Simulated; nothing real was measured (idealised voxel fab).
The following is a process module called voxel self aligned contacts.
It is cross-section cut that appears here, measuring 205 nm in width, its square cells being 5 nm in size.
How to read a cross-section here: the picture is a grid of square cells, written as bands going from the top down, and any band can span one or more rows of cells.
Quick guide to a band line: top height, bottom height (nm) up front; then every material left to right with its width in nm. Only one material and it's marked "throughout"? Then it fills the band edge to edge. And "blank" just means empty space.
Heights are expressed relative to 0, this being the level below which the as-received wafer comprises one material exclusively. The lowest band is unbounded in the downward direction and is denoted as in "0 nm and below".
The two numbers in a width such as "30->40" mark its ends across the band: the first belongs to the top row of cells, the second to the bottom row, and from each row to the next the width moves by the same amount.
Step note "remained the same" = no cross-section cell changed.
Each empty space that has no open way to the top and spans at least 8 cells appears under "Sealed voids" as width x height at distance, the distance counted from the left edge, all in nm.
On each step's line, the part that comes after the settings is the simulator's own comment on the step.
If you see "overlay nm" on a step's line and that step has a mask, it's telling you how far right of where it was planned the mask ended up; a negative number means it went left instead.
-- Here's what the planned process steps look like
1,op RECEIVE | material Si
2,op CONFORMAL_DEP | material SiO2 | thk nm 5
3,op DIRECTIONAL_DEP | material polySi | thk nm 25
4,op DIRECTIONAL_DEP | material SiN | thk nm 20
5,op MASKED_ETCH | tone cover | mask id GATE | width nm 25 | pitch nm 60 | etch materials SiN | depth nm 20 | overlay nm 0
6,op MASKED_ETCH | tone cover | mask id GATE | width nm 25 | pitch nm 60 | etch materials polySi | depth nm 25 | overlay nm 0
7,op CONFORMAL_DEP | material SiN | thk nm 10
8,op DIRECTIONAL_ETCH | etch materials SiN | depth nm 10
9,op FILL_DEP | material SiO2 | thk nm 10
10,op CMP | height nm 55
11,op DIRECTIONAL_DEP | material aC | thk nm 10
12,op PATTERN | tone open | mask id CONTACT | material resist | width nm 45 | pitch nm 60 | thk nm 30 | overlay nm 0
13,op DIRECTIONAL_ETCH | etch materials aC | depth nm 10
14,op STRIP | etch materials resist
15,op DIRECTIONAL_ETCH | etch materials SiO2 | depth nm 55
16,op STRIP | etch materials aC
17,op CONFORMAL_DEP | material TiN | thk nm 5
18,op FILL_DEP | material Ru | thk nm 5
19,op CMP | height nm 55
20,op CONFORMAL_DEP | material SiN | thk nm 5
-- Cross-section of the incoming wafer, state after step 1
* 0 nm and below: Si throughout
* Sealed voids: none
-- The cross-section shown corresponds to the wafer at the conclusion of the module. The initial structure and the process plan are those presented above; however, one mistake occurred in executing the plan
* 60 nm to 55 nm: SiN throughout
* 55 nm to 50 nm: SiO2 50  TiN 20  aC 5  TiN 20  SiO2 15  TiN 20  aC 5  TiN 20  SiO2 50
* 50 nm to 30 nm: SiO2 20  SiN 45  TiN 5  aC 5  TiN 5  SiN 45  TiN 5  aC 5  TiN 5  SiN 45  SiO2 20
* 30 nm to 5 nm: SiO2 20  SiN 10  polySi 25  SiN 10  TiN 5  aC 5  TiN 5  SiN 10  polySi 25  SiN 10  TiN 5  aC 5  TiN 5  SiN 10  polySi 25  SiN 10  SiO2 20
* 5 nm to 0 nm: SiO2 65  TiN 15  SiO2 45  TiN 15  SiO2 65
* 0 nm and below: Si throughout
* Sealed voids: none
So what did we get wrong on this run? step 18 was run on a setting that differed from the plan, and what really ran there is op FILL_DEP | material aC | thk nm 5
